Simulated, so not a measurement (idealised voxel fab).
process module | voxel spacer lines
cross-section cut | 290 nm wide | cells 5 nm
A cross-section is a grid of square cells, given in bands from the top down. A band is one or more rows of cells.
Each band's line starts with the height of the band's top and of its bottom, in nm. Then come its materials from left to right, each with its width in nm. One material with "throughout" fills the band from edge to edge. "air" is empty space.
Height 0 is the level under which the wafer as received is all one material. The lowest band goes on downwards, as in "0 down".
A width such as "30 to 40" changes by the same amount from each row of cells to the next, from the band's top row to its bottom row.
"no change" after a step means that no cell of the cross-section changed.
closed voids: empty space of 8 cells or more with no open way to the top, each as width x height at its distance from the left edge, in nm
after a step's settings: what the simulator itself notes on the step
overlay nm, on a step with a mask: how far to the right of its planned place the mask lay; to the left if negative
plan
1 op RECEIVE | material Si
2 op CONFORMAL_DEP | material Al2O3 | thk nm 10
3 op DIRECTIONAL_DEP | material W | thk nm 10
4 op DIRECTIONAL_DEP | material polySi | thk nm 30
5 op PATTERN | tone cover | mask id MANDREL | material resist | width nm 20 | pitch nm 60 | thk nm 40 | overlay nm 0
6 op DIRECTIONAL_ETCH | etch materials polySi | depth nm 30
7 op STRIP | etch materials resist
8 op CONFORMAL_DEP | material SiN | thk nm 10
9 op DIRECTIONAL_ETCH | etch materials SiN | depth nm 10
10 op STRIP | etch materials polySi
11 op DIRECTIONAL_ETCH | etch materials W | depth nm 10
12 op STRIP | etch materials SiN
as received, after step 1
  0 down: Si throughout
  closed voids: none
a wafer at the end: this start, this plan, one mistake
  20 to 10: air 100 | W 10 | air 20 | W 10 | air 20 | W 10 | air 20 | W 10 | air 90
  10 to 0: Al2O3 throughout
  0 down: Si throughout
  closed voids: none
what went wrong: step 5 ran as: op PATTERN | tone cover | mask id MANDREL | material resist | width nm 20 | pitch nm 60 | thk nm 40 | overlay nm 5
